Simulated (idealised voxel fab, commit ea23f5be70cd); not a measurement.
process module | voxel wiring stack
cross-section cut | 215 nm wide | cells 5 nm
A cross-section is a grid of square cells, given in bands from the top down. A band is one or more rows of cells.
Each band's line starts with the height of the band's top and of its bottom, in nm. Then come its materials from left to right, each with its width in nm. One material with "throughout" fills the band from edge to edge. "air" is empty space.
Height 0 is the level under which the wafer as received is all one material. The lowest band goes on downwards, as in "0 down".
A width such as "30 to 40" changes by the same amount from each row of cells to the next, from the band's top row to its bottom row.
"no change" after a step means that no cell of the cross-section changed.
closed voids: empty space of 8 cells or more with no open way to the top, each as width x height at its distance from the left edge, in nm
after a step's settings: what the simulator itself notes on the step
overlay nm, on a step with a mask: how far to the right of its planned place the mask lay; to the left if negative
plan
1 op RECEIVE | material Si
2 op CONFORMAL_DEP | material SiO2 | thk nm 10
3 op CONFORMAL_DEP | material SiCN | thk nm 5
4 op DIRECTIONAL_DEP | material SiO2 | thk nm 15
5 op MASKED_ETCH | tone open | mask id METAL_1 | width nm 25 | pitch nm 50 | etch materials SiO2 | depth nm 15 | overlay nm 0
6 op MASKED_ETCH | tone open | mask id METAL_1 | width nm 25 | pitch nm 50 | etch materials SiCN | depth nm 5 | overlay nm 0
7 op CONFORMAL_DEP | material TiN | thk nm 5
8 op FILL_DEP | material W | thk nm 5
9 op CMP | height nm 30
10 op CONFORMAL_DEP | material SiCN | thk nm 5
11 op DIRECTIONAL_DEP | material lowk | thk nm 20
12 op PATTERN | tone open | mask id PLUG_1 | material resist | width nm 15 | pitch nm 100 | thk nm 15 | overlay nm 0
13 op DIRECTIONAL_ETCH | etch materials lowk | depth nm 20
14 op DIRECTIONAL_ETCH | etch materials SiCN | depth nm 5
15 op STRIP | etch materials resist
16 op EPI | material Ru | thk nm 10
17 op EPI | material Ru | thk nm 10
18 op EPI | material Ru | thk nm 5
19 op DIRECTIONAL_DEP | material TiN | thk nm 5
20 op DIRECTIONAL_DEP | material Ru | thk nm 20
21 op PATTERN | tone cover | mask id METAL_2 | material resist | width nm 25 | pitch nm 50 | thk nm 20 | overlay nm 0
22 op DIRECTIONAL_ETCH | etch materials Ru | depth nm 20
23 op DIRECTIONAL_ETCH | etch materials TiN | depth nm 5
24 op STRIP | etch materials resist
25 op FILL_DEP | material SiO2 | thk nm 10
26 op CMP | height nm 80
27 op CONFORMAL_DEP | material SiCN | thk nm 5
28 op DIRECTIONAL_DEP | material lowk | thk nm 15
29 op PATTERN | tone open | mask id PLUG_2 | material resist | width nm 15 | pitch nm 100 | thk nm 20 | overlay nm 0
30 op DIRECTIONAL_ETCH | etch materials lowk | depth nm 15
31 op DIRECTIONAL_ETCH | etch materials SiCN | depth nm 5
32 op STRIP | etch materials resist
33 op CONFORMAL_DEP | material TiN | thk nm 5
34 op FILL_DEP | material Cu | thk nm 5
35 op CMP | height nm 100
36 op DIRECTIONAL_DEP | material TiN | thk nm 5
37 op DIRECTIONAL_DEP | material Ru | thk nm 15
38 op MASKED_ETCH | tone cover | mask id METAL_3 | width nm 25 | pitch nm 50 | etch materials Ru | depth nm 15 | overlay nm 0
39 op MASKED_ETCH | tone cover | mask id METAL_3 | width nm 25 | pitch nm 50 | etch materials TiN | depth nm 5 | overlay nm 0
40 op FILL_DEP | material SiO2 | thk nm 10
41 op CMP | height nm 120
42 op CONFORMAL_DEP | material SiN | thk nm 5
as received, after step 1
  0 down: Si throughout
  closed voids: none
a wafer at the end: this start, this plan, one mistake
  125 to 120: SiN throughout
  120 to 105: SiO2 45 | Ru 25 | SiO2 25 | Ru 25 | SiO2 25 | Ru 25 | SiO2 45
  105 to 100: SiO2 40 | TiN 35 | SiO2 15 | TiN 35 | SiO2 15 | TiN 35 | SiO2 40
  100 to 85: lowk 45 | TiN 5 | Cu 5 | TiN 5 | lowk 85 | TiN 5 | Cu 5 | TiN 5 | lowk 55
  85 to 80: SiCN 45 | TiN 15 | SiCN 85 | TiN 15 | SiCN 55
  80 to 60: SiO2 45 | Ru 25 | SiO2 25 | Ru 25 | SiO2 25 | Ru 25 | SiO2 45
  60 to 55: SiO2 45 | TiN 25 | SiO2 25 | TiN 25 | SiO2 25 | TiN 25 | SiO2 45
  55 to 35: lowk 45 | Ru 15 | lowk 85 | Ru 15 | lowk 55
  35 to 30: SiCN 45 | Ru 15 | SiCN 85 | Ru 15 | SiCN 55
  30 to 15: SiO2 45 | TiN 5 | W 15 | TiN 5 | SiO2 25 | TiN 5 | W 15 | TiN 5 | SiO2 25 | TiN 5 | W 15 | TiN 5 | SiO2 45
  15 to 10: SiCN 45 | TiN 25 | SiCN 25 | TiN 25 | SiCN 25 | TiN 25 | SiCN 45
  10 to 0: SiO2 throughout
  0 down: Si throughout
  closed voids: none
what went wrong: step 39 ran as: op MASKED_ETCH | tone cover | mask id METAL_3 | width nm 35 | pitch nm 50 | etch materials TiN | depth nm 5 | overlay nm 0
